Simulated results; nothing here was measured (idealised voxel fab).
Proc. module: voxel capacitor over wiring
Pictured: cross-section cut, 145 nm wide, on a grid of 5 nm square cells.
Cross-section = grid of square cells, listed top down in bands; band = one or more rows. What a band's entry tells you: where the top is and where the bottom is, as heights in nm, and after that what lies inside, material by material from left to right, each with its width in nm. Empty space is written as the word "air", and a single material marked with the word "edge to edge" occupies the band from edge to edge. Basically, 0 is our baseline, since under it the wafer straight out of the box is all one material. The bottom band has no lower end and keeps on going down, so it looks like "from 0 down". The two numbers in a width such as "30->40" mark its ends across the band: the first belongs to the top row of cells, the second to the bottom row, and from each row to the next the width moves by the same amount. It should be understood that the words "no alterations made", when stated for a given step, signify that the cross-section underwent no change in any of its cells during that step. "Fully closed voids" lists enclosed empty spaces (at least 8 cells, no open path upward to the top), each as width x height at distance from the left edge, in nm. Whatever follows a step's settings on its line is a remark the simulator itself makes about that step. What "overlay nm" on a step's line means: if the step has a mask, that mask lay this far to the right of its planned place, or, when the value is negative, to the left.
# plan
1: op RECEIVE | material Si
2: op CONFORMAL_DEP | material SiO2 | thk nm 15
3: op CONFORMAL_DEP | material SiN | thk nm 5
4: op DIRECTIONAL_DEP | material SiO2 | thk nm 15
5: op MASKED_ETCH | tone open | mask id METAL_1 | width nm 25 | pitch nm 75 | etch materials SiO2 | depth nm 15 | overlay nm 0
6: op MASKED_ETCH | tone open | mask id METAL_1 | width nm 25 | pitch nm 75 | etch materials SiN | depth nm 5 | overlay nm 0
7: op CONFORMAL_DEP | material TiN | thk nm 5
8: op FILL_DEP | material Ru | thk nm 10
9: op CMP | height nm 35
10: op CONFORMAL_DEP | material SiCN | thk nm 5
11: op DIRECTIONAL_DEP | material lowk | thk nm 15
12: op PATTERN | tone open | mask id PLUG_1 | material resist | width nm 15 | thk nm 15 | overlay nm 0
13: op DIRECTIONAL_ETCH | etch materials lowk | depth nm 15
14: op DIRECTIONAL_ETCH | etch materials SiCN | depth nm 5
15: op STRIP | etch materials resist
16: op EPI | material Ru | thk nm 10
17: op EPI | material Ru | thk nm 10
18: op DIRECTIONAL_DEP | material TiN | thk nm 5
19: op DIRECTIONAL_DEP | material HfO2 | thk nm 5
20: op DIRECTIONAL_DEP | material TiN | thk nm 10
21: op DIRECTIONAL_DEP | material aC | thk nm 15
22: op PATTERN | tone cover | mask id UPPER_PLATE | material resist | width nm 55 | thk nm 30 | overlay nm 0
23: op DIRECTIONAL_ETCH | etch materials aC | depth nm 15
24: op STRIP | etch materials resist
25: op DIRECTIONAL_ETCH | etch materials TiN | depth nm 10
26: op DIRECTIONAL_ETCH | etch materials HfO2 | depth nm 5
27: op STRIP | etch materials aC
28: op MASKED_ETCH | tone cover | mask id LOWER_PLATE | width nm 65 | etch materials TiN | depth nm 5 | overlay nm 0
29: op FILL_DEP | material SiO2 | thk nm 15
30: op CMP | height nm 85
31: op MASKED_ETCH | tone open | mask id PLUG_2 | width nm 15 | etch materials SiO2 | depth nm 10 | overlay nm 0
32: op CONFORMAL_DEP | material TiN | thk nm 5
33: op FILL_DEP | material W | thk nm 5
34: op CMP | height nm 85
35: op CONFORMAL_DEP | material SiN | thk nm 5
# Cross-section of the wafer as it came to us, i.e., already through step 1
> from 0 down = Si edge to edge
> Fully closed voids: none
# End state of the module in cross-section, given the above starting point and plan and one mistake in execution
> from 90 to 85 = SiN edge to edge
> from 85 to 80 = SiO2 40 nm, then TiN 45 nm, then SiO2 60 nm
> from 80 to 75 = SiO2 40 nm, then TiN 5 nm, then HfO2 40 nm, then SiO2 60 nm
> from 75 to 70 = SiO2 25 nm, then TiN 65 nm, then SiO2 55 nm
> from 70 to 65 = lowk 30 nm, then TiN 15 nm, then lowk 100 nm
> from 65 to 60 = lowk 30 nm, then HfO2 15 nm, then lowk 100 nm
> from 60 to 55 = lowk 30 nm, then TiN 15 nm, then lowk 100 nm
> from 55 to 40 = lowk edge to edge
> from 40 to 35 = SiCN edge to edge
> from 35 to 20 = SiO2 20 nm, then TiN 5 nm, then Ru 15 nm, then TiN 5 nm, then SiO2 50 nm, then TiN 5 nm, then Ru 15 nm, then TiN 5 nm, then SiO2 25 nm
> from 20 to 15 = SiN 20 nm, then TiN 25 nm, then SiN 50 nm, then TiN 25 nm, then SiN 25 nm
> from 15 to 0 = SiO2 edge to edge
> from 0 down = Si edge to edge
> Fully closed voids: none
Deviation from plan: heads up, step 11 of the plan got done twice
